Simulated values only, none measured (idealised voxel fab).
Process module under the name voxel ribs on slabs
Cross-section cut spans 265 nm and uses square cells 5 nm in size.
We lay out every cross-section as a grid of square cells and spell it out in bands from the top down, where one band means one or more rows of cells. Basically the band line says how high the top is and how high the bottom is, in nm, and then what's in it from left to right, every material with its width in nm. Empty space shows up as "air", and if a single material carries "edge to edge" it runs the full band edge to edge. Convention: height 0 is the level below which the wafer, as received, is all one material. The lowest band does not terminate at the bottom but continues downward, represented as "top 0, no bottom". A width given as "30..40" starts at the first number in the band's top row and ends at the second number in its bottom row, shifting by an equal amount at every step from row to row. Any step labelled "everything unchanged" changed none of the cells in the cross-section. Each empty space that has no open way to the top and spans at least 8 cells appears under "Trapped voids" as width x height at distance, the distance counted from the left edge, all in nm. If you see something after the settings on a step's line, that's the simulator's own remark about that step. overlay nm, on a step with a mask: how far to the right of its planned place the mask lay; to the left if negative.

## The steps planned for the process are as follows
1: RECEIVE (material Si)
2: DIRECTIONAL_DEP (material SiO2; thk nm 20)
3: DIRECTIONAL_DEP (material SiN; thk nm 25)
4: PATTERN (tone cover; mask id RIB; material resist; width nm 15; thk nm 15; overlay nm 0)
5: DIRECTIONAL_ETCH (etch materials SiN; depth nm 15)
6: STRIP (etch materials resist)
7: MASKED_ETCH (tone cover; mask id SLAB; width nm 65; etch materials SiN; depth nm 10; overlay nm 0)
8: FILL_DEP (material SiO2; thk nm 30)
9: CMP (height nm 65)
10: DIRECTIONAL_DEP (material W; thk nm 5)
11: DIRECTIONAL_DEP (material aC; thk nm 10)
12: PATTERN (tone cover; mask id HEATER; material resist; width nm 25; thk nm 25; overlay nm 0)
13: DIRECTIONAL_ETCH (etch materials aC; depth nm 10)
14: STRIP (etch materials resist)
15: DIRECTIONAL_ETCH (etch materials W; depth nm 5)
16: STRIP (etch materials aC)
17: CONFORMAL_DEP (material SiN; thk nm 10)

## Cross-section: wafer on arrival = after step 1
top 0, no bottom = Si edge to edge
Trapped voids: none

## First of two wafers at the end of the module, shown in cross-section; run carried out as planned
top 80, bottom 75 = air (110); SiN (45); air (110)
top 75, bottom 70 = SiN edge to edge
top 70, bottom 65 = SiN (120); W (25); SiN (120)
top 65, bottom 45 = SiO2 edge to edge
top 45, bottom 30 = SiO2 (125); SiN (15); SiO2 (125)
top 30, bottom 20 = SiO2 (100); SiN (65); SiO2 (100)
top 20, bottom 0 = SiO2 edge to edge
top 0, no bottom = Si edge to edge
Trapped voids: none

## Wafer two cross-section, module end. Start and plan unchanged from wafer one; one mistake made during the run
top 80, bottom 75 = air (110); SiN (45); air (110)
top 75, bottom 70 = SiN edge to edge
top 70, bottom 65 = SiN (120); W (25); SiN (120)
top 65, bottom 45 = SiO2 edge to edge
top 45, bottom 30 = SiO2 (125); SiN (15); SiO2 (125)
top 30, bottom 20 = SiO2 (100); SiN (65); SiO2 (100)
top 20, bottom 0 = W edge to edge
top 0, no bottom = Si edge to edge
Trapped voids: none
What went wrong in running the wafer? so step 2 ended up running with a different setting than we planned, it ran as DIRECTIONAL_DEP (material W; thk nm 20)
Materials where the second wafer ends with more or fewer cells than the first: SiO2 -212, W +212
